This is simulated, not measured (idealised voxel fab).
process module | voxel self aligned contacts
cross-section cut | 195 nm wide | cells 5 nm
A cross-section is a grid of square cells, given in bands from the top down. A band is one or more rows of cells.
Each band's line starts with the height of the band's top and of its bottom, in nm. Then come its materials from left to right, each with its width in nm. One material with "throughout" fills the band from edge to edge. "air" is empty space.
Height 0 is the level under which the wafer as received is all one material. The lowest band goes on downwards, as in "0 down".
A width such as "30 to 40" changes by the same amount from each row of cells to the next, from the band's top row to its bottom row.
"no change" after a step means that no cell of the cross-section changed.
closed voids: empty space of 8 cells or more with no open way to the top, each as width x height at its distance from the left edge, in nm
after a step's settings: what the simulator itself notes on the step
overlay nm, on a step with a mask: how far to the right of its planned place the mask lay; to the left if negative
plan
1 op RECEIVE | material Si
2 op CONFORMAL_DEP | material SiO2 | thk nm 5
3 op DIRECTIONAL_DEP | material polySi | thk nm 20
4 op DIRECTIONAL_DEP | material SiN | thk nm 15
5 op PATTERN | tone cover | mask id GATE | material resist | width nm 30 | pitch nm 65 | thk nm 15 | overlay nm 0
6 op DIRECTIONAL_ETCH | etch materials SiN | depth nm 15
7 op DIRECTIONAL_ETCH | etch materials polySi | depth nm 20
8 op STRIP | etch materials resist
9 op CONFORMAL_DEP | material SiN | thk nm 5
10 op DIRECTIONAL_ETCH | etch materials SiN | depth nm 5
11 op FILL_DEP | material SiO2 | thk nm 15
12 op CMP | height nm 50
13 op PATTERN | tone open | mask id CONTACT | material resist | width nm 45 | thk nm 20 | overlay nm 0
14 op DIRECTIONAL_ETCH | etch materials SiO2 | depth nm 50
15 op STRIP | etch materials resist
16 op CONFORMAL_DEP | material TiN | thk nm 5
17 op FILL_DEP | material Ru | thk nm 5
18 op CMP | height nm 50
19 op CONFORMAL_DEP | material SiCN | thk nm 5
as received, after step 1
  0 down: Si throughout
  closed voids: none
first wafer at the end, as planned
  55 to 50: SiCN throughout
  50 to 40: SiO2 75 | TiN 5 to 15 | Ru 35 to 15 | TiN 5 to 15 | SiO2 75
  40 to 25: SiO2 45 | SiN 40 | TiN 5 | Ru 15 | TiN 5 | SiN 40 | SiO2 45
  25 to 5: SiO2 45 | SiN 5 | polySi 30 | SiN 5 | TiN 5 | Ru 15 | TiN 5 | SiN 5 | polySi 30 | SiN 5 | SiO2 45
  5 to 0: SiO2 85 | TiN 25 | SiO2 85
  0 down: Si throughout
  closed voids: none
second wafer at the end: like start, like plan, one mistake
  55 to 50: SiCN throughout
  50 to 45: SiO2 75 | TiN 5 | Ru 35 | TiN 5 | SiO2 75
  45 to 40: SiO2 75 | TiN 45 | SiO2 75
  40 to 25: TiN throughout
  25 to 5: polySi throughout
  5 to 0: SiO2 throughout
  0 down: Si throughout
  closed voids: none
what went wrong: step 4 ran as: op DIRECTIONAL_DEP | material TiN | thk nm 15
at the end the second wafer has, in cells: 24 fewer of Ru | 64 fewer of SiN | 121 fewer of SiO2 | 101 more of TiN | 108 more of polySi
